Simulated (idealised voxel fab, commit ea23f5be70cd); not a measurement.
The following is a process module called voxel released beams.
Square cells of 5 nm make up the cross-section cut, whose width is 220 nm.
This document writes a cross-section as a grid whose cells are square, and gives it as bands, listed from the top down; one or more rows of cells form a band.
Read a band's entry like this: the first values are the height of its top and the height of its bottom in nm, and what follows is the sequence of materials from left to right, each with its width in nm. Note that "empty" is empty space, and that a single material marked "full width" reaches across the band from edge to edge.
Height reference: 0 = level under which incoming wafer is all one material. Lowest band: no bottom, runs on downward, e.g. "0 -> down".
Read "30->40" as a graded width: first number on top, second number at the bottom, same change between each pair of neighbouring rows.
The designation "nothing changed", where it is given for a processing step, indicates that no cell of the cross-section was altered in the course of that step.
The list in "Sealed internal voids" covers empty spaces of 8 cells or more that cannot reach the top through any open way, and it gives each as width x height at distance; the distance is from the left edge, and width, height and distance are in nm.
Where a step's line continues beyond its settings, the continuation is a remark by the simulator itself on that step.
overlay nm: mask right of planned place by this much (step with mask). Neg. = left.
# This section lists the process steps that were planned
step 1: op RECEIVE | material Si
step 2: op CONFORMAL_DEP | material Al2O3 | thk nm 10
step 3: op DIRECTIONAL_DEP | material SiO2 | thk nm 20
step 4: op DIRECTIONAL_DEP | material aC | thk nm 10
step 5: op PATTERN | tone open | mask id ANCHOR | material resist | width nm 45 | thk nm 25 | overlay nm 0
step 6: op DIRECTIONAL_ETCH | etch materials aC | depth nm 10
step 7: op STRIP | etch materials resist
step 8: op DIRECTIONAL_ETCH | etch materials SiO2 | depth nm 20
step 9: op STRIP | etch materials aC
step 10: op CONFORMAL_DEP | material polySi | thk nm 15
step 11: op PATTERN | tone cover | mask id BEAM | material resist | width nm 130 | thk nm 15 | overlay nm 0
step 12: op DIRECTIONAL_ETCH | etch materials polySi | depth nm 15
step 13: op STRIP | etch materials resist
step 14: op STRIP | etch materials SiO2
# So, the first of our two wafers, run just as we planned it
# Cross-sectional view of the wafer in its as-received condition, corresponding to the state after step 1
> 0 -> down  Si full width
> Sealed internal voids: none
# After step 2: wafer cross-section
> 10 -> 0  Al2O3 full width
> Note: structure below 0 unchanged.
# After step 3: wafer cross-section
> 30 -> 10  SiO2 full width
> Note: structure below 10 unchanged.
# After step 4: wafer cross-section
> 40 -> 30  aC full width
> Note: structure below 30 unchanged.
# After step 5: wafer cross-section
> 65 -> 40  resist: 45 | empty: 45 | resist: 130
> Note: structure below 40 unchanged.
# After step 6: wafer cross-section
> 55 -> 40  resist: 45 | empty: 45 | resist: 130
> 40 -> 30  aC: 45 | empty: 45 | aC: 130
> Note: structure below 30 unchanged.
# After step 7: wafer cross-section
> 40 -> 30  aC: 45 | empty: 45 | aC: 130
> Note: structure below 30 unchanged.
# After step 8: wafer cross-section
> 40 -> 30  aC: 45 | empty: 45 | aC: 130
> 30 -> 10  SiO2: 45 | empty: 45 | SiO2: 130
> Note: structure below 10 unchanged.
# After step 9: wafer cross-section
> 30 -> 10  SiO2: 45 | empty: 45 | SiO2: 130
> Note: structure below 10 unchanged.
# After step 10: wafer cross-section
> 45 -> 30  polySi: 60 | empty: 15 | polySi: 145
> 30 -> 25  SiO2: 45 | polySi: 15 | empty: 15 | polySi: 15 | SiO2: 130
> 25 -> 10  SiO2: 45 | polySi: 45 | SiO2: 130
> Note: structure below 10 unchanged.
# After step 11: wafer cross-section
> 60 -> 45  empty: 40 | resist: 130 | empty: 50
> 45 -> 30  polySi: 60 | resist: 15 | polySi: 145
> 30 -> 25  SiO2: 45 | polySi: 15 | resist: 15 | polySi: 15 | SiO2: 130
> Note: structure below 25 unchanged.
# After step 12: wafer cross-section
> 60 -> 45  empty: 40 | resist: 130 | empty: 50
> 45 -> 30  empty: 40 | polySi: 20 | resist: 15 | polySi: 95 | empty: 50
> Note: structure below 30 unchanged.
# After step 13: wafer cross-section
> 45 -> 30  empty: 40 | polySi: 20 | empty: 15 | polySi: 95 | empty: 50
> 30 -> 25  SiO2: 45 | polySi: 15 | empty: 15 | polySi: 15 | SiO2: 130
> Note: structure below 25 unchanged.
# After step 14: wafer cross-section
> 45 -> 30  empty: 40 | polySi: 20 | empty: 15 | polySi: 95 | empty: 50
> 30 -> 25  empty: 45 | polySi: 15 | empty: 15 | polySi: 15 | empty: 130
> 25 -> 10  empty: 45 | polySi: 45 | empty: 130
> Note: structure below 10 unchanged.
# second wafer: like start, like plan, one mistake. Through step 9 it matches the first wafer
# Second wafer profile in section, at the moment step 10 of the plan was meant to be complete
> 60 -> 30  polySi full width
> 30 -> 10  SiO2: 45 | polySi: 45 | SiO2: 130
> Note: structure below 10 unchanged.
# Second wafer profile in section, at the moment step 11 of the plan was meant to be complete
> 75 -> 60  empty: 40 | resist: 130 | empty: 50
> Note: structure below 60 unchanged.
# Second wafer profile in section, at the moment step 12 of the plan was meant to be complete
> 75 -> 60  empty: 40 | resist: 130 | empty: 50
> 60 -> 45  empty: 40 | polySi: 130 | empty: 50
> Note: structure below 45 unchanged.
# Second wafer profile in section, at the moment step 13 of the plan was meant to be complete
> 60 -> 45  empty: 40 | polySi: 130 | empty: 50
> Note: structure below 45 unchanged.
Second wafer profile in section, at the moment step 14 of the plan was meant to be complete: nothing changed
What broke from the plan during processing? step 10 was run twice
Cell-count delta at end, second wafer over first, by material: +140 SiO2 | +144 polySi
